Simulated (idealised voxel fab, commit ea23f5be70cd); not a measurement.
Process module heading - voxel self aligned contacts
FYI the section here is cut, 210 nm wide, cells are 5 nm squares.
The cross-sections in this document take the form of a grid made of square cells. They are written out as bands, in order from top to bottom. Each band consists of one or more rows of cells.
The band entry comprises the height of the band's top followed by the height of its bottom, expressed in nm, and subsequently the band's materials from left to right, each stated together with its width in nm. Where a single material is marked with the word "full width", that material fills the band from edge to edge. The word "empty" represents empty space.
Heights are expressed relative to 0, this being the level below which the as-received wafer comprises one material exclusively. The lowest band is unbounded in the downward direction and is denoted as in "from 0 down".
Width "30..40": first value at the band's top row of cells, second value at its bottom row, equal change from row to row.
Key: "no change" - step with no changed cell in the cross-section.
Look at "closed voids" for the closed voids: empty spaces with no open path to the top, sized 8 cells or up. Each is width x height at distance, distance from the left edge, all nm.
Text after the settings on a step's line: the simulator's own remark on that step.
The setting "overlay nm" may be written on the line of a step. When the step uses a mask, the value reports how far to the right of the planned place the mask lay, and a negative value reports that it lay to the left.

-- Process steps - plan
1 RECEIVE [material Si]
2 CONFORMAL_DEP [material SiO2] [thk nm 5]
3 DIRECTIONAL_DEP [material polySi] [thk nm 30]
4 DIRECTIONAL_DEP [material SiN] [thk nm 20]
5 PATTERN [tone cover] [mask id GATE] [material resist] [width nm 30] [pitch nm 55] [thk nm 15] [overlay nm 0]
6 DIRECTIONAL_ETCH [etch materials SiN] [depth nm 20]
7 DIRECTIONAL_ETCH [etch materials polySi] [depth nm 30]
8 STRIP [etch materials resist]
9 CONFORMAL_DEP [material SiN] [thk nm 5]
10 DIRECTIONAL_ETCH [etch materials SiN] [depth nm 5]
11 FILL_DEP [material SiO2] [thk nm 15]
12 CMP [height nm 60]
13 MASKED_ETCH [tone open] [mask id CONTACT] [width nm 35] [pitch nm 55] [etch materials SiO2] [depth nm 60] [overlay nm 0]
14 CONFORMAL_DEP [material TiN] [thk nm 5]
15 FILL_DEP [material W] [thk nm 5]
16 CMP [height nm 60]
17 CONFORMAL_DEP [material SiCN] [thk nm 5]

-- The following pertains to the first of two wafers, which was processed as planned

-- Received-state cross-section, reflecting completion of step 1
    from 0 down = Si full width
    closed voids: none

-- Cross-section of the wafer after step 2
    from 5 to 0 = SiO2 full width
    Under 0: no change, same as before.

-- Cross-section of the wafer after step 3
    from 35 to 5 = polySi full width
    Under 5: no change, same as before.

-- Cross-section of the wafer after step 4
    from 55 to 35 = SiN full width
    Under 35: no change, same as before.

-- Cross-section of the wafer after step 5
    from 70 to 55 = empty 35  resist 30  empty 25  resist 30  empty 25  resist 30  empty 35
    Under 55: no change, same as before.

-- Cross-section of the wafer after step 6
    from 70 to 55 = empty 35  resist 30  empty 25  resist 30  empty 25  resist 30  empty 35
    from 55 to 35 = empty 35  SiN 30  empty 25  SiN 30  empty 25  SiN 30  empty 35
    Under 35: no change, same as before.

-- Cross-section of the wafer after step 7
    from 70 to 55 = empty 35  resist 30  empty 25  resist 30  empty 25  resist 30  empty 35
    from 55 to 35 = empty 35  SiN 30  empty 25  SiN 30  empty 25  SiN 30  empty 35
    from 35 to 5 = empty 35  polySi 30  empty 25  polySi 30  empty 25  polySi 30  empty 35
    Under 5: no change, same as before.

-- Cross-section of the wafer after step 8
    from 55 to 35 = empty 35  SiN 30  empty 25  SiN 30  empty 25  SiN 30  empty 35
    Under 35: no change, same as before.

-- Cross-section of the wafer after step 9
    from 60 to 35 = empty 30  SiN 40  empty 15  SiN 40  empty 15  SiN 40  empty 30
    from 35 to 10 = empty 30  SiN 5  polySi 30  SiN 5  empty 15  SiN 5  polySi 30  SiN 5  empty 15  SiN 5  polySi 30  SiN 5  empty 30
    from 10 to 5 = SiN 35  polySi 30  SiN 25  polySi 30  SiN 25  polySi 30  SiN 35
    Under 5: no change, same as before.

-- Cross-section of the wafer after step 10
    from 55 to 35 = empty 30  SiN 40  empty 15  SiN 40  empty 15  SiN 40  empty 30
    from 35 to 5 = empty 30  SiN 5  polySi 30  SiN 5  empty 15  SiN 5  polySi 30  SiN 5  empty 15  SiN 5  polySi 30  SiN 5  empty 30
    Under 5: no change, same as before.

-- Cross-section of the wafer after step 11
    from 70 to 55 = SiO2 full width
    from 55 to 35 = SiO2 30  SiN 40  SiO2 15  SiN 40  SiO2 15  SiN 40  SiO2 30
    from 35 to 5 = SiO2 30  SiN 5  polySi 30  SiN 5  SiO2 15  SiN 5  polySi 30  SiN 5  SiO2 15  SiN 5  polySi 30  SiN 5  SiO2 30
    Under 5: no change, same as before.

-- Cross-section of the wafer after step 12
    from 60 to 55 = SiO2 full width
    Under 55: no change, same as before.

-- Cross-section of the wafer after step 13
    from 60 to 55 = SiO2 60  empty 35  SiO2 20  empty 35  SiO2 60
    from 55 to 35 = SiO2 30  SiN 40  empty 15  SiN 40  empty 15  SiN 40  SiO2 30
    from 35 to 5 = SiO2 30  SiN 5  polySi 30  SiN 5  empty 15  SiN 5  polySi 30  SiN 5  empty 15  SiN 5  polySi 30  SiN 5  SiO2 30
    from 5 to 0 = SiO2 70  empty 15  SiO2 40  empty 15  SiO2 70
    Under 0: no change, same as before.

-- Cross-section of the wafer after step 14
    from 65 to 60 = TiN 65  empty 25  TiN 30  empty 25  TiN 65
    from 60 to 55 = SiO2 60  TiN 15  empty 5  TiN 15  SiO2 20  TiN 15  empty 5  TiN 15  SiO2 60
    from 55 to 35 = SiO2 30  SiN 40  TiN 5  empty 5  TiN 5  SiN 40  TiN 5  empty 5  TiN 5  SiN 40  SiO2 30
    from 35 to 5 = SiO2 30  SiN 5  polySi 30  SiN 5  TiN 5  empty 5  TiN 5  SiN 5  polySi 30  SiN 5  TiN 5  empty 5  TiN 5  SiN 5  polySi 30  SiN 5  SiO2 30
    from 5 to 0 = SiO2 70  TiN 15  SiO2 40  TiN 15  SiO2 70
    Under 0: no change, same as before.

-- Cross-section of the wafer after step 15
    from 70 to 65 = W full width
    from 65 to 60 = TiN 65  W 25  TiN 30  W 25  TiN 65
    from 60 to 55 = SiO2 60  TiN 15  W 5  TiN 15  SiO2 20  TiN 15  W 5  TiN 15  SiO2 60
    from 55 to 35 = SiO2 30  SiN 40  TiN 5  W 5  TiN 5  SiN 40  TiN 5  W 5  TiN 5  SiN 40  SiO2 30
    from 35 to 5 = SiO2 30  SiN 5  polySi 30  SiN 5  TiN 5  W 5  TiN 5  SiN 5  polySi 30  SiN 5  TiN 5  W 5  TiN 5  SiN 5  polySi 30  SiN 5  SiO2 30
    Under 5: no change, same as before.

-- Cross-section of the wafer after step 16
    from 60 to 55 = SiO2 60  TiN 15  W 5  TiN 15  SiO2 20  TiN 15  W 5  TiN 15  SiO2 60
    Under 55: no change, same as before.

-- Cross-section of the wafer after step 17
    from 65 to 60 = SiCN full width
    Under 60: no change, same as before.

-- The second wafer: identical to the first at the outset and in its planned sequence, differing only in that one mistake was made during processing; up to and including step 12, its path is the first wafer's path

-- Planned end of step 13: second wafer, cross-section
    from 60 to 55 = SiO2 60  empty 40  SiO2 15  empty 40  SiO2 55
    from 55 to 35 = SiO2 30  SiN 40  empty 15  SiN 40  empty 15  SiN 40  SiO2 30
    from 35 to 5 = SiO2 30  SiN 5  polySi 30  SiN 5  empty 15  SiN 5  polySi 30  SiN 5  empty 15  SiN 5  polySi 30  SiN 5  SiO2 30
    from 5 to 0 = SiO2 70  empty 15  SiO2 40  empty 15  SiO2 70
    Under 0: no change, same as before.

-- Planned end of step 14: second wafer, cross-section
    from 65 to 60 = TiN 65  empty 30  TiN 25  empty 30  TiN 60
    from 60 to 55 = SiO2 60  TiN 15  empty 5  TiN 20  SiO2 15  TiN 15  empty 5  TiN 20  SiO2 55
    from 55 to 35 = SiO2 30  SiN 40  TiN 5  empty 5  TiN 5  SiN 40  TiN 5  empty 5  TiN 5  SiN 40  SiO2 30
    from 35 to 5 = SiO2 30  SiN 5  polySi 30  SiN 5  TiN 5  empty 5  TiN 5  SiN 5  polySi 30  SiN 5  TiN 5  empty 5  TiN 5  SiN 5  polySi 30  SiN 5  SiO2 30
    from 5 to 0 = SiO2 70  TiN 15  SiO2 40  TiN 15  SiO2 70
    Under 0: no change, same as before.

-- Planned end of step 15: second wafer, cross-section
    from 70 to 65 = W full width
    from 65 to 60 = TiN 65  W 30  TiN 25  W 30  TiN 60
    from 60 to 55 = SiO2 60  TiN 15  W 5  TiN 20  SiO2 15  TiN 15  W 5  TiN 20  SiO2 55
    from 55 to 35 = SiO2 30  SiN 40  TiN 5  W 5  TiN 5  SiN 40  TiN 5  W 5  TiN 5  SiN 40  SiO2 30
    from 35 to 5 = SiO2 30  SiN 5  polySi 30  SiN 5  TiN 5  W 5  TiN 5  SiN 5  polySi 30  SiN 5  TiN 5  W 5  TiN 5  SiN 5  polySi 30  SiN 5  SiO2 30
    Under 5: no change, same as before.

-- Planned end of step 16: second wafer, cross-section
    from 60 to 55 = SiO2 60  TiN 15  W 5  TiN 20  SiO2 15  TiN 15  W 5  TiN 20  SiO2 55
    Under 55: no change, same as before.

-- Planned end of step 17: second wafer, cross-section
    from 65 to 60 = SiCN full width
    Under 60: no change, same as before.
Diagnosis: for step 13, the planned setting was not used; the step was instead run as MASKED_ETCH [tone open] [mask id CONTACT] [width nm 40] [pitch nm 55] [etch materials SiO2] [depth nm 60] [overlay nm 0]
Final difference in cells, second wafer against first, listed per material as more or fewer: 2 fewer of SiO2 | 2 more of TiN
